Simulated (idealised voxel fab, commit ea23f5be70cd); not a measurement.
The name of this process module is voxel wiring stack.
The width of the displayed cross-section, cut, is 160 nm; its cells are square, with a size of 5 nm.
Cross-section format: a grid of square cells, given as bands from top to bottom; each band is one or more rows of cells.
A band entry consists of two parts. The first gives the height of the band's top and the height of its bottom, in nm. The rest lists the band's materials from left to right, each with its width in nm. A single material labelled with the word "full width" fills the band from edge to edge, and the word "empty" marks empty space.
Zero point of the height axis is 0; under it, received wafer = one material. Lowest band: continues down indefinitely, "0..down".
So if you see something like "30..40" for the width, read it as the top row of the band sitting at the first number and the bottom row at the second, with every row in between moving by the same amount as the last.
The cross-section has no changed cell in any step marked "all unchanged".
What "Closed void entries" gives you is every empty space of 8 cells or more that is cut off from the top. Each appears as width x height at distance, with the distance taken from the left edge and width, height and distance all in nm.
If you see something after the settings on a step's line, that's the simulator's own remark about that step.
overlay nm: mask right of planned place by this much (step with mask). Neg. = left.

-- Steps in the process plan
1 RECEIVE: material Si
2 CONFORMAL_DEP: material SiO2, thk nm 15
3 DIRECTIONAL_DEP: material TiN, thk nm 5
4 DIRECTIONAL_DEP: material W, thk nm 20
5 MASKED_ETCH: tone cover, mask id METAL_1, width nm 20, pitch nm 50, etch materials W, depth nm 20, overlay nm 0
6 MASKED_ETCH: tone cover, mask id METAL_1, width nm 20, pitch nm 50, etch materials TiN, depth nm 5, overlay nm 0
7 FILL_DEP: material SiO2, thk nm 10
8 CMP: height nm 40
9 CONFORMAL_DEP: material SiCN, thk nm 5
10 DIRECTIONAL_DEP: material SiO2, thk nm 20
11 DIRECTIONAL_DEP: material aC, thk nm 15
12 PATTERN: tone open, mask id PLUG_1, material resist, width nm 15, pitch nm 50, thk nm 35, overlay nm 0
13 DIRECTIONAL_ETCH: etch materials aC, depth nm 15
14 STRIP: etch materials resist
15 DIRECTIONAL_ETCH: etch materials SiO2, depth nm 20
16 DIRECTIONAL_ETCH: etch materials SiCN, depth nm 5
17 STRIP: etch materials aC
18 EPI: material Ru, thk nm 10
19 EPI: material Ru, thk nm 10
20 EPI: material Ru, thk nm 5
21 DIRECTIONAL_DEP: material TiN, thk nm 5
22 DIRECTIONAL_DEP: material Ru, thk nm 25
23 PATTERN: tone cover, mask id METAL_2, material resist, width nm 20, pitch nm 50, thk nm 15, overlay nm 0
24 DIRECTIONAL_ETCH: etch materials Ru, depth nm 25
25 DIRECTIONAL_ETCH: etch materials TiN, depth nm 5
26 STRIP: etch materials resist
27 FILL_DEP: material SiO2, thk nm 10
28 CMP: height nm 95
29 CONFORMAL_DEP: material SiCN, thk nm 5

-- Cross-section, incoming material, after step 1
	0..down: Si full width
	Closed void entries: none

-- The plan above was carried out on the starting structure above with one mistake, and this cross-section shows the wafer at the end of the module
	100..95: SiCN full width
	95..70: SiO2 20 nm / Ru 20 nm / SiO2 30 nm / Ru 20 nm / SiO2 30 nm / Ru 20 nm / SiO2 20 nm
	70..65: SiO2 20 nm / TiN 20 nm / SiO2 30 nm / TiN 20 nm / SiO2 30 nm / TiN 20 nm / SiO2 20 nm
	65..45: SiO2 25 nm / Ru 15 nm / SiO2 35 nm / Ru 15 nm / SiO2 35 nm / Ru 15 nm / SiO2 20 nm
	45..40: SiCN 25 nm / Ru 15 nm / SiCN 35 nm / Ru 15 nm / SiCN 35 nm / Ru 15 nm / SiCN 20 nm
	40..20: SiO2 20 nm / W 20 nm / SiO2 30 nm / W 20 nm / SiO2 30 nm / W 20 nm / SiO2 20 nm
	20..15: SiO2 20 nm / TiN 20 nm / SiO2 30 nm / TiN 20 nm / SiO2 30 nm / TiN 20 nm / SiO2 20 nm
	15..0: SiO2 full width
	0..down: Si full width
	Closed void entries: none
What went wrong in running the wafer? planned and actual differ for step 12; actual: PATTERN: tone open, mask id PLUG_1, material resist, width nm 15, pitch nm 50, thk nm 35, overlay nm 5
